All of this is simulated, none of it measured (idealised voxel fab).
process module | voxel wiring stack
cross-section cut | 185 nm wide | cells 5 nm
A cross-section is a grid of square cells, given in bands from the top down. A band is one or more rows of cells.
Each band's line starts with the height of the band's top and of its bottom, in nm. Then come its materials from left to right, each with its width in nm. One material with "throughout" fills the band from edge to edge. "air" is empty space.
Height 0 is the level under which the wafer as received is all one material. The lowest band goes on downwards, as in "0 down".
A width such as "30 to 40" changes by the same amount from each row of cells to the next, from the band's top row to its bottom row.
"no change" after a step means that no cell of the cross-section changed.
closed voids: empty space of 8 cells or more with no open way to the top, each as width x height at its distance from the left edge, in nm
after a step's settings: what the simulator itself notes on the step
overlay nm, on a step with a mask: how far to the right of its planned place the mask lay; to the left if negative
plan
1 op RECEIVE | material Si
2 op CONFORMAL_DEP | material SiO2 | thk nm 10
3 op CONFORMAL_DEP | material SiCN | thk nm 5
4 op DIRECTIONAL_DEP | material SiO2 | thk nm 20
5 op DIRECTIONAL_DEP | material aC | thk nm 15
6 op PATTERN | tone open | mask id METAL_1 | material resist | width nm 30 | pitch nm 50 | thk nm 35 | overlay nm 0
7 op DIRECTIONAL_ETCH | etch materials aC | depth nm 15
8 op STRIP | etch materials resist
9 op DIRECTIONAL_ETCH | etch materials SiO2 | depth nm 20
10 op DIRECTIONAL_ETCH | etch materials SiCN | depth nm 5
11 op STRIP | etch materials aC
12 op CONFORMAL_DEP | material TiN | thk nm 5
13 op FILL_DEP | material Ru | thk nm 5
14 op CMP | height nm 35
15 op CONFORMAL_DEP | material SiCN | thk nm 5
16 op DIRECTIONAL_DEP | material lowk | thk nm 35
17 op PATTERN | tone open | mask id METAL_2 | material resist | width nm 30 | pitch nm 50 | thk nm 20 | overlay nm 0
18 op DIRECTIONAL_ETCH | etch materials lowk | depth nm 20
19 op STRIP | etch materials resist
20 op PATTERN | tone open | mask id METAL_2_HOLES | material resist | width nm 15 | pitch nm 50 | thk nm 15 | overlay nm 0
21 op DIRECTIONAL_ETCH | etch materials lowk | depth nm 15
22 op DIRECTIONAL_ETCH | etch materials SiCN | depth nm 5
23 op STRIP | etch materials resist
24 op CONFORMAL_DEP | material TiN | thk nm 5
25 op FILL_DEP | material Cu | thk nm 5
26 op CMP | height nm 75
27 op CONFORMAL_DEP | material SiN | thk nm 5
as received, after step 1
  0 down: Si throughout
  closed voids: none
first wafer at the end, as planned
  80 to 75: SiN throughout
  75 to 60: lowk 50 | TiN 5 | Cu 20 | TiN 5 | lowk 20 | TiN 5 | Cu 20 | TiN 5 | lowk 55
  60 to 55: lowk 50 | TiN 5 | Cu 5 | TiN 20 | lowk 20 | TiN 5 | Cu 5 | TiN 20 | lowk 55
  55 to 40: lowk 50 | TiN 5 | Cu 5 | TiN 5 | lowk 35 | TiN 5 | Cu 5 | TiN 5 | lowk 70
  40 to 35: SiCN 50 | TiN 15 | SiCN 35 | TiN 15 | SiCN 70
  35 to 15: SiO2 50 | TiN 5 | Ru 20 | TiN 5 | SiO2 20 | TiN 5 | Ru 20 | TiN 5 | SiO2 55
  15 to 10: SiCN 50 | TiN 30 | SiCN 20 | TiN 30 | SiCN 55
  10 to 0: SiO2 throughout
  0 down: Si throughout
  closed voids: none
second wafer at the end: like start, like plan, one mistake
  80 to 75: SiN throughout
  75 to 60: lowk 50 | TiN 5 | Cu 20 | TiN 5 | lowk 20 | TiN 5 | Cu 20 | TiN 5 | lowk 55
  60 to 55: lowk 50 | TiN 5 | Cu 5 | TiN 20 | lowk 20 | TiN 5 | Cu 5 | TiN 20 | lowk 55
  55 to 40: lowk 50 | TiN 5 | Cu 5 | TiN 5 | lowk 35 | TiN 5 | Cu 5 | TiN 5 | lowk 70
  40 to 35: SiCN 50 | TiN 15 | SiCN 35 | TiN 15 | SiCN 70
  35 to 15: SiO2 60 | TiN 5 | Ru 20 | TiN 5 | SiO2 20 | TiN 5 | Ru 20 | TiN 5 | SiO2 45
  15 to 10: SiCN 60 | TiN 30 | SiCN 20 | TiN 30 | SiCN 45
  10 to 0: SiO2 throughout
  0 down: Si throughout
  closed voids: none
what went wrong: step 6 ran as: op PATTERN | tone open | mask id METAL_1 | material resist | width nm 30 | pitch nm 50 | thk nm 35 | overlay nm 10
at the end the second wafer has, in cells: as many of each material as the first, in other places
